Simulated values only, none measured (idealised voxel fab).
The process module that follows is named voxel self aligned contacts.
Section shown: cut. Width: 280 nm. Cell size: 5 nm, square.
Cross-section format: a grid of square cells, given as bands from top to bottom; each band is one or more rows of cells.
Band entry format. Leading values: height of top, height of bottom, nm. Remainder: materials in left-to-right order, each with its width in nm. Special words: "all across" on a single material, which then fills the band edge to edge; "air", empty space.
For the purposes of this specification, 0 denotes the height below which the wafer in its as-received condition is composed wholly of one material, and the lowermost band, lacking a lower limit, extends downward without end, as expressed in "z 0 and below".
The expression "30->40" gives the width at the extremes of the band, the first number at its top row of cells and the second at its bottom row, with the width changing by equal amounts from each row to the next in between.
"same as before" (step): cross-section cells unchanged, all of them.
Empty spaces counting at least 8 cells and having no open way to the top are listed in "Enclosed void list". The notation width x height at distance is used for each, the distance being from the left edge and all three values in nm.
Read whatever lies past the settings on a step's line as the simulator's own remark about the step.
The "overlay nm" setting may appear on a step's line; for a step that uses a mask, it gives how far to the right of its planned position the mask lay, and a negative value indicates the left.

The steps planned for the process are as follows:
1,RECEIVE (material Si)
2,CONFORMAL_DEP (material SiO2; thk nm 5)
3,DIRECTIONAL_DEP (material polySi; thk nm 30)
4,DIRECTIONAL_DEP (material SiN; thk nm 20)
5,MASKED_ETCH (tone cover; mask id GATE; width nm 25; pitch nm 50; etch materials SiN; depth nm 20; overlay nm 0)
6,MASKED_ETCH (tone cover; mask id GATE; width nm 25; pitch nm 50; etch materials polySi; depth nm 30; overlay nm 0)
7,CONFORMAL_DEP (material SiN; thk nm 5)
8,DIRECTIONAL_ETCH (etch materials SiN; depth nm 5)
9,FILL_DEP (material SiO2; thk nm 20)
10,CMP (height nm 65)
11,PATTERN (tone open; mask id CONTACT; material resist; width nm 35; pitch nm 50; thk nm 15; overlay nm 0)
12,DIRECTIONAL_ETCH (etch materials SiO2; depth nm 65)
13,STRIP (etch materials resist)
14,CONFORMAL_DEP (material TiN; thk nm 5)
15,FILL_DEP (material W; thk nm 10)
16,CMP (height nm 65)
17,CONFORMAL_DEP (material SiCN; thk nm 5)

Delivered wafer in cross-section: state after step 1:
> z 0 and below = Si all across
> Enclosed void list: none

First of two wafers: cross-section at end of module, run per plan:
> z 70 to 65 = SiCN all across
> z 65 to 55 = SiO2=95, TiN=5->15, W=25->5, TiN=5->15, SiO2=15, TiN=5->15, W=25->5, TiN=5->15, SiO2=100
> z 55 to 35 = SiO2=70, SiN=35, TiN=5, W=5, TiN=5, SiN=35, TiN=5, W=5, TiN=5, SiN=35, SiO2=75
> z 35 to 5 = SiO2=70, SiN=5, polySi=25, SiN=5, TiN=5, W=5, TiN=5, SiN=5, polySi=25, SiN=5, TiN=5, W=5, TiN=5, SiN=5, polySi=25, SiN=5, SiO2=75
> z 5 to 0 = SiO2=105, TiN=15, SiO2=35, TiN=15, SiO2=110
> z 0 and below = Si all across
> Enclosed void list: none

Cross-sectional image of the second wafer of the two following completion of the module. Starting state and process plan were the same as for the first wafer; one execution error occurred:
> z 70 to 65 = SiCN all across
> z 65 to 55 = SiO2=95, TiN=5->15, W=25->5, TiN=5->15, SiO2=15, TiN=5->15, W=25->5, TiN=5->15, SiO2=100
> z 55 to 50 = SiO2=70, SiN=35, TiN=5, W=5, TiN=5, SiN=35, TiN=5, W=5, TiN=5, SiN=35, SiO2=75
> z 50 to 45 = SiO2=70, SiN=35, TiN=15, SiN=35, TiN=15, SiN=35, SiO2=75
> z 45 to 35 = SiN all across
> z 35 to 5 = polySi all across
> z 5 to 0 = SiO2 all across
> z 0 and below = Si all across
> Enclosed void list: none
Where did the run depart from the plan? for step 5, the planned setting was not used; the step was instead run as MASKED_ETCH (tone cover; mask id GATE; width nm 25; pitch nm 50; etch materials SiN; depth nm 10; overlay nm 0)
Final wafer comparison in cells, second versus first, more or fewer per material: +34 SiN; -226 SiO2; -36 TiN; -18 W; +246 polySi
